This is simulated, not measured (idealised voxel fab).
Herein follows the process module entitled voxel capacitor over wiring.
Square cell edge 5 nm, section width 300 nm, ID cut.
Each cross-section below is a grid of square cells, stated as bands in top-down order, with one or more rows of cells making up each band.
First you get the band's top height and its bottom height, in nm, and then the materials it's made of, left to right, with each width in nm. If you see a single material with "edge to edge", that one covers the band edge to edge. "blank" is empty space.
It should be noted that heights are counted from 0, beneath which the wafer as supplied is of one material throughout, and that the lowest band possesses no lower boundary but continues downward, as written in "top 0, no bottom".
A width such as "30->40" changes by the same amount from each row of cells to the next, from the band's top row to its bottom row.
"left unchanged", as given for a step, is the statement that not any cell of the cross-section underwent a change during that step.
Under "Fully sealed voids" you'll find the enclosed gaps, the ones with no way out to the top, that are 8 cells or bigger; each reads width x height at distance, with distance counted from the left edge, everything in nm.
Heads up: the bit after the settings on a step's line is the simulator's remark on that step.
If you see "overlay nm" on a step's line and that step has a mask, it's telling you how far right of where it was planned the mask ended up; a negative number means it went left instead.
The following list gives the planned process steps
- 1: RECEIVE (material Si)
- 2: CONFORMAL_DEP (material SiO2; thk nm 15)
- 3: DIRECTIONAL_DEP (material TiN; thk nm 5)
- 4: DIRECTIONAL_DEP (material W; thk nm 25)
- 5: PATTERN (tone cover; mask id METAL_1; material resist; width nm 20; pitch nm 85; thk nm 20; overlay nm 0)
- 6: DIRECTIONAL_ETCH (etch materials W; depth nm 25)
- 7: DIRECTIONAL_ETCH (etch materials TiN; depth nm 5)
- 8: STRIP (etch materials resist)
- 9: CONFORMAL_DEP (material SiN; thk nm 5)
- 10: FILL_DEP (material lowk; thk nm 10)
- 11: CMP (height nm 45)
- 12: CONFORMAL_DEP (material SiCN; thk nm 5)
- 13: DIRECTIONAL_DEP (material lowk; thk nm 15)
- 14: DIRECTIONAL_DEP (material aC; thk nm 10)
- 15: PATTERN (tone open; mask id PLUG_1; material resist; width nm 15; thk nm 30; overlay nm 0)
- 16: DIRECTIONAL_ETCH (etch materials aC; depth nm 10)
- 17: STRIP (etch materials resist)
- 18: DIRECTIONAL_ETCH (etch materials lowk; depth nm 15)
- 19: DIRECTIONAL_ETCH (etch materials SiCN; depth nm 5)
- 20: STRIP (etch materials aC)
- 21: EPI (material Ru; thk nm 10)
- 22: EPI (material Ru; thk nm 10)
- 23: DIRECTIONAL_DEP (material TiN; thk nm 5)
- 24: DIRECTIONAL_DEP (material Al2O3; thk nm 5)
- 25: DIRECTIONAL_DEP (material TiN; thk nm 10)
- 26: MASKED_ETCH (tone cover; mask id UPPER_PLATE; width nm 70; etch materials TiN; depth nm 10; overlay nm 0)
- 27: MASKED_ETCH (tone cover; mask id UPPER_PLATE; width nm 70; etch materials Al2O3; depth nm 5; overlay nm 0)
- 28: DIRECTIONAL_DEP (material aC; thk nm 15)
- 29: PATTERN (tone cover; mask id LOWER_PLATE; material resist; width nm 80; thk nm 30; overlay nm 0)
- 30: DIRECTIONAL_ETCH (etch materials aC; depth nm 15)
- 31: STRIP (etch materials resist)
- 32: DIRECTIONAL_ETCH (etch materials TiN; depth nm 5)
- 33: STRIP (etch materials aC)
- 34: FILL_DEP (material SiO2; thk nm 20)
- 35: CMP (height nm 100)
- 36: MASKED_ETCH (tone open; mask id PLUG_2; width nm 15; etch materials SiO2; depth nm 15; overlay nm 0)
- 37: CONFORMAL_DEP (material TiN; thk nm 5)
- 38: FILL_DEP (material Ru; thk nm 10)
- 39: CMP (height nm 100)
- 40: CONFORMAL_DEP (material SiN; thk nm 5)
As-received state of the wafer in cross-section, equivalent to post-step 1
> top 0, no bottom | Si edge to edge
> Fully sealed voids: none
The first of the two wafers as seen in cross-section once the module was finished; processing followed the plan
> top 105, bottom 100 | SiN edge to edge
> top 100, bottom 90 | SiO2=110, then TiN=5, then Ru=5, then TiN=5, then SiO2=175
> top 90, bottom 85 | SiO2=110, then TiN=15, then SiO2=175
> top 85, bottom 75 | SiO2=100, then TiN=70, then SiO2=130
> top 75, bottom 70 | SiO2=100, then Al2O3=70, then SiO2=130
> top 70, bottom 65 | SiO2=95, then TiN=80, then SiO2=125
> top 65, bottom 50 | lowk=100, then Ru=15, then lowk=185
> top 50, bottom 45 | SiCN=100, then Ru=15, then SiCN=185
> top 45, bottom 20 | lowk=90, then SiN=5, then W=20, then SiN=5, then lowk=55, then SiN=5, then W=20, then SiN=5, then lowk=95
> top 20, bottom 15 | SiN=95, then TiN=20, then SiN=65, then TiN=20, then SiN=100
> top 15, bottom 0 | SiO2 edge to edge
> top 0, no bottom | Si edge to edge
> Fully sealed voids: none
End-of-module cross-section of the second wafer: identical starting point and process plan to the first, with one processing mistake
> top 105, bottom 100 | SiN edge to edge
> top 100, bottom 90 | SiO2=110, then TiN=5, then Ru=5, then TiN=5, then SiO2=175
> top 90, bottom 85 | SiO2=110, then TiN=15, then SiO2=175
> top 85, bottom 75 | SiO2=100, then TiN=70, then SiO2=130
> top 75, bottom 70 | SiO2=100, then Al2O3=70, then SiO2=130
> top 70, bottom 65 | SiO2=95, then TiN=80, then SiO2=125
> top 65, bottom 50 | lowk=100, then Ru=15, then lowk=185
> top 50, bottom 45 | SiCN=100, then Ru=15, then SiCN=185
> top 45, bottom 20 | lowk=100, then SiN=5, then W=20, then SiN=5, then lowk=55, then SiN=5, then W=20, then SiN=5, then lowk=85
> top 20, bottom 15 | SiN=105, then TiN=20, then SiN=65, then TiN=20, then SiN=90
> top 15, bottom 0 | SiO2 edge to edge
> top 0, no bottom | Si edge to edge
> Fully sealed voids: none
Plan not followed: in deviation from the planned setting, step 5 was conducted as PATTERN (tone cover; mask id METAL_1; material resist; width nm 20; pitch nm 85; thk nm 20; overlay nm 10)
The two final wafers agree on how many cells each material fills and disagree on which cells those are.
